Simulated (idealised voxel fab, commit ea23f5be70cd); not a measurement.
Presented below is a process module, voxel released beams.
cross-section cut | 260 nm wide | cells 5 nm
Cross-section format: a grid of square cells, given as bands from top to bottom; each band is one or more rows of cells. First you get the band's top height and its bottom height, in nm, and then the materials it's made of, left to right, with each width in nm. If you see a single material with "full width", that one covers the band edge to edge. "air" is empty space. All heights in this document are referenced to 0, defined as the level beneath which the wafer, as received, consists entirely of one material. The lowest band is not bounded below; it extends indefinitely downward and is written in the form "z 0 and below". So if you see something like "30 to 40" for the width, read it as the top row of the band sitting at the first number and the bottom row at the second, with every row in between moving by the same amount as the last. "left unchanged", as given for a step, is the statement that not any cell of the cross-section underwent a change during that step. Closed internal cavities: empty space of 8 cells or more with no open way to the top, each as width x height at its distance from the left edge, in nm. Heads up: the bit after the settings on a step's line is the simulator's remark on that step. What "overlay nm" on a step's line means: if the step has a mask, that mask lay this far to the right of its planned place, or, when the value is negative, to the left.

**The following list gives the planned process steps**
step 1: RECEIVE (material Si)
step 2: CONFORMAL_DEP (material SiN; thk nm 10)
step 3: DIRECTIONAL_DEP (material SiO2; thk nm 10)
step 4: MASKED_ETCH (tone open; mask id ANCHOR; width nm 40; etch materials SiO2; depth nm 10; overlay nm 0)
step 5: CONFORMAL_DEP (material TiN; thk nm 15)
step 6: DIRECTIONAL_DEP (material aC; thk nm 15)
step 7: PATTERN (tone cover; mask id BEAM; material resist; width nm 110; thk nm 30; overlay nm 0)
step 8: DIRECTIONAL_ETCH (etch materials aC; depth nm 15)
step 9: STRIP (etch materials resist)
step 10: DIRECTIONAL_ETCH (etch materials TiN; depth nm 15)
step 11: STRIP (etch materials aC)
step 12: STRIP (etch materials SiO2)

**First of two wafers - as planned**

**Cross-section, incoming material, after step 1**
    z 0 and below: Si full width
    Closed internal cavities: none

**The wafer in cross-section once step 2 is complete**
    z 10 to 0: SiN full width
    Under the height 0 nothing was changed.

**The wafer in cross-section once step 3 is complete**
    z 20 to 10: SiO2 full width
    Under the height 10 nothing was changed.

**The wafer in cross-section once step 4 is complete**
    z 20 to 10: 75 SiO2; 40 air; 145 SiO2
    Under the height 10 nothing was changed.

**The wafer in cross-section once step 5 is complete**
    z 35 to 25: 90 TiN; 10 air; 160 TiN
    z 25 to 20: TiN full width
    z 20 to 10: 75 SiO2; 40 TiN; 145 SiO2
    Under the height 10 nothing was changed.

**The wafer in cross-section once step 6 is complete**
    z 50 to 40: 90 aC; 10 air; 160 aC
    z 40 to 35: aC full width
    z 35 to 25: 90 TiN; 10 aC; 160 TiN
    Under the height 25 nothing was changed.

**The wafer in cross-section once step 7 is complete**
    z 80 to 50: 70 air; 110 resist; 80 air
    z 50 to 40: 90 aC; 10 resist; 160 aC
    Under the height 40 nothing was changed.

**The wafer in cross-section once step 8 is complete**
    z 65 to 50: 70 air; 110 resist; 80 air
    z 50 to 40: 70 air; 20 aC; 10 resist; 80 aC; 80 air
    z 40 to 35: 70 air; 110 aC; 80 air
    Under the height 35 nothing was changed.

**The wafer in cross-section once step 9 is complete**
    z 50 to 40: 70 air; 20 aC; 10 air; 80 aC; 80 air
    Under the height 40 nothing was changed.

**The wafer in cross-section once step 10 is complete**
    z 50 to 40: 70 air; 20 aC; 10 air; 80 aC; 80 air
    z 40 to 35: 70 air; 110 aC; 80 air
    z 35 to 25: 70 air; 20 TiN; 10 aC; 80 TiN; 80 air
    z 25 to 20: 70 air; 110 TiN; 80 air
    Under the height 20 nothing was changed.

**The wafer in cross-section once step 11 is complete**
    z 35 to 25: 70 air; 20 TiN; 10 air; 80 TiN; 80 air
    Under the height 25 nothing was changed.

**The wafer in cross-section once step 12 is complete**
    z 35 to 25: 70 air; 20 TiN; 10 air; 80 TiN; 80 air
    z 25 to 20: 70 air; 110 TiN; 80 air
    z 20 to 10: 75 air; 40 TiN; 145 air
    Under the height 10 nothing was changed.

**The second wafer: identical to the first at the outset and in its planned sequence, differing only in that one mistake was made during processing; up to and including step 4, its path is the first wafer's path**

**What the second wafer looks like in cross-section when step 5 should have wrapped up**
    z 50 to 20: TiN full width
    z 20 to 10: 75 SiO2; 40 TiN; 145 SiO2
    Under the height 10 nothing was changed.

**What the second wafer looks like in cross-section when step 6 should have wrapped up**
    z 65 to 50: aC full width
    Under the height 50 nothing was changed.

**What the second wafer looks like in cross-section when step 7 should have wrapped up**
    z 95 to 65: 70 air; 110 resist; 80 air
    Under the height 65 nothing was changed.

**What the second wafer looks like in cross-section when step 8 should have wrapped up**
    z 80 to 65: 70 air; 110 resist; 80 air
    z 65 to 50: 70 air; 110 aC; 80 air
    Under the height 50 nothing was changed.

**What the second wafer looks like in cross-section when step 9 should have wrapped up**
    z 65 to 50: 70 air; 110 aC; 80 air
    Under the height 50 nothing was changed.

**What the second wafer looks like in cross-section when step 10 should have wrapped up**
    z 65 to 50: 70 air; 110 aC; 80 air
    z 50 to 35: 70 air; 110 TiN; 80 air
    Under the height 35 nothing was changed.

**What the second wafer looks like in cross-section when step 11 should have wrapped up**
    z 50 to 35: 70 air; 110 TiN; 80 air
    Under the height 35 nothing was changed.

What the second wafer looks like in cross-section when step 12 should have wrapped up: left unchanged
The plan and the run diverged here: step 5 of the plan was twice carried out
At the finish, the second wafer shows more or fewer cells for some materials than the first does: +88 SiO2 | +160 TiN
